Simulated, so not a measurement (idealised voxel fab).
process module | voxel gate over fins
cross-section cut | 180 nm wide | cells 5 nm
A cross-section is a grid of square cells, given in bands from the top down. A band is one or more rows of cells.
Each band's line starts with the height of the band's top and of its bottom, in nm. Then come its materials from left to right, each with its width in nm. One material with "throughout" fills the band from edge to edge. "air" is empty space.
Height 0 is the level under which the wafer as received is all one material. The lowest band goes on downwards, as in "0 down".
A width such as "30 to 40" changes by the same amount from each row of cells to the next, from the band's top row to its bottom row.
"no change" after a step means that no cell of the cross-section changed.
closed voids: empty space of 8 cells or more with no open way to the top, each as width x height at its distance from the left edge, in nm
after a step's settings: what the simulator itself notes on the step
overlay nm, on a step with a mask: how far to the right of its planned place the mask lay; to the left if negative
plan
1 op RECEIVE | material Si
2 op CONFORMAL_DEP | material SiN | thk nm 10
3 op DIRECTIONAL_DEP | material aC | thk nm 10
4 op PATTERN | tone cover | mask id FINS | material resist | width nm 15 | pitch nm 40 | thk nm 25 | overlay nm 0
5 op DIRECTIONAL_ETCH | etch materials aC | depth nm 10
6 op STRIP | etch materials resist
7 op DIRECTIONAL_ETCH | etch materials SiN | depth nm 10
8 op DIRECTIONAL_ETCH | etch materials Si | depth nm 30
9 op STRIP | etch materials aC
10 op OXIDIZE | depth nm 5
11 op FILL_DEP | material SiO2 | thk nm 15
12 op CMP | height nm 10
13 op SELECTIVE_ETCH | etch materials SiO2 | depth nm 25
14 op STRIP | etch materials SiN
15 op CONFORMAL_DEP | material HfO2 | thk nm 5
16 op CONFORMAL_DEP | material TiN | thk nm 5
17 op FILL_DEP | material W | thk nm 10
18 op CMP | height nm 15
19 op CONFORMAL_DEP | material SiCN | thk nm 5
varied across the wafers: thk nm of step 19. The plan shows the first wafer's value. All wafers start alike
first wafer as received, after step 1
  0 down: Si throughout
  closed voids: none
first wafer at the end, after step 19
  20 to 15: SiCN throughout
  15 to 10: W throughout
  10 to 5: W 15 | TiN 25 | W 15 | TiN 25 | W 15 | TiN 25 | W 15 | TiN 25 | W 20
  5 to 0: W 15 | TiN 5 | HfO2 15 | TiN 5 | W 15 | TiN 5 | HfO2 15 | TiN 5 | W 15 | TiN 5 | HfO2 15 | TiN 5 | W 15 | TiN 5 | HfO2 15 | TiN 5 | W 20
  0 to -5: W 15 | TiN 5 | HfO2 5 | Si 5 | HfO2 5 | TiN 5 | W 15 | TiN 5 | HfO2 5 | Si 5 | HfO2 5 | TiN 5 | W 15 | TiN 5 | HfO2 5 | Si 5 | HfO2 5 | TiN 5 | W 15 | TiN 5 | HfO2 5 | Si 5 | HfO2 5 | TiN 5 | W 20
  -5 to -10: TiN 20 | HfO2 5 | Si 5 | HfO2 5 | TiN 25 | HfO2 5 | Si 5 | HfO2 5 | TiN 25 | HfO2 5 | Si 5 | HfO2 5 | TiN 25 | HfO2 5 | Si 5 | HfO2 5 | TiN 25
  -10 to -15: HfO2 25 | Si 5 | HfO2 35 | Si 5 | HfO2 35 | Si 5 | HfO2 35 | Si 5 | HfO2 30
  -15 to -35: SiO2 25 | Si 5 | SiO2 35 | Si 5 | SiO2 35 | Si 5 | SiO2 35 | Si 5 | SiO2 30
  -35 down: Si throughout
  closed voids: none
last wafer at the end
  40 to 15: SiCN throughout
  15 to 10: W throughout
  10 to 5: W 15 | TiN 25 | W 15 | TiN 25 | W 15 | TiN 25 | W 15 | TiN 25 | W 20
  5 to 0: W 15 | TiN 5 | HfO2 15 | TiN 5 | W 15 | TiN 5 | HfO2 15 | TiN 5 | W 15 | TiN 5 | HfO2 15 | TiN 5 | W 15 | TiN 5 | HfO2 15 | TiN 5 | W 20
  0 to -5: W 15 | TiN 5 | HfO2 5 | Si 5 | HfO2 5 | TiN 5 | W 15 | TiN 5 | HfO2 5 | Si 5 | HfO2 5 | TiN 5 | W 15 | TiN 5 | HfO2 5 | Si 5 | HfO2 5 | TiN 5 | W 15 | TiN 5 | HfO2 5 | Si 5 | HfO2 5 | TiN 5 | W 20
  -5 to -10: TiN 20 | HfO2 5 | Si 5 | HfO2 5 | TiN 25 | HfO2 5 | Si 5 | HfO2 5 | TiN 25 | HfO2 5 | Si 5 | HfO2 5 | TiN 25 | HfO2 5 | Si 5 | HfO2 5 | TiN 25
  -10 to -15: HfO2 25 | Si 5 | HfO2 35 | Si 5 | HfO2 35 | Si 5 | HfO2 35 | Si 5 | HfO2 30
  -15 to -35: SiO2 25 | Si 5 | SiO2 35 | Si 5 | SiO2 35 | Si 5 | SiO2 35 | Si 5 | SiO2 30
  -35 down: Si throughout
  closed voids: none
each wafer at the end: cells of each material gained (+) or lost (-) since it was received, then its closed voids
thk nm 5 | +60 HfO2 | -224 Si | +36 SiCN | +128 SiO2 | +60 TiN | +84 W | closed voids: none
thk nm 10 | +60 HfO2 | -224 Si | +72 SiCN | +128 SiO2 | +60 TiN | +84 W | closed voids: none
thk nm 15 | +60 HfO2 | -224 Si | +108 SiCN | +128 SiO2 | +60 TiN | +84 W | closed voids: none
thk nm 20 | +60 HfO2 | -224 Si | +144 SiCN | +128 SiO2 | +60 TiN | +84 W | closed voids: none
thk nm 25 | +60 HfO2 | -224 Si | +180 SiCN | +128 SiO2 | +60 TiN | +84 W | closed voids: none
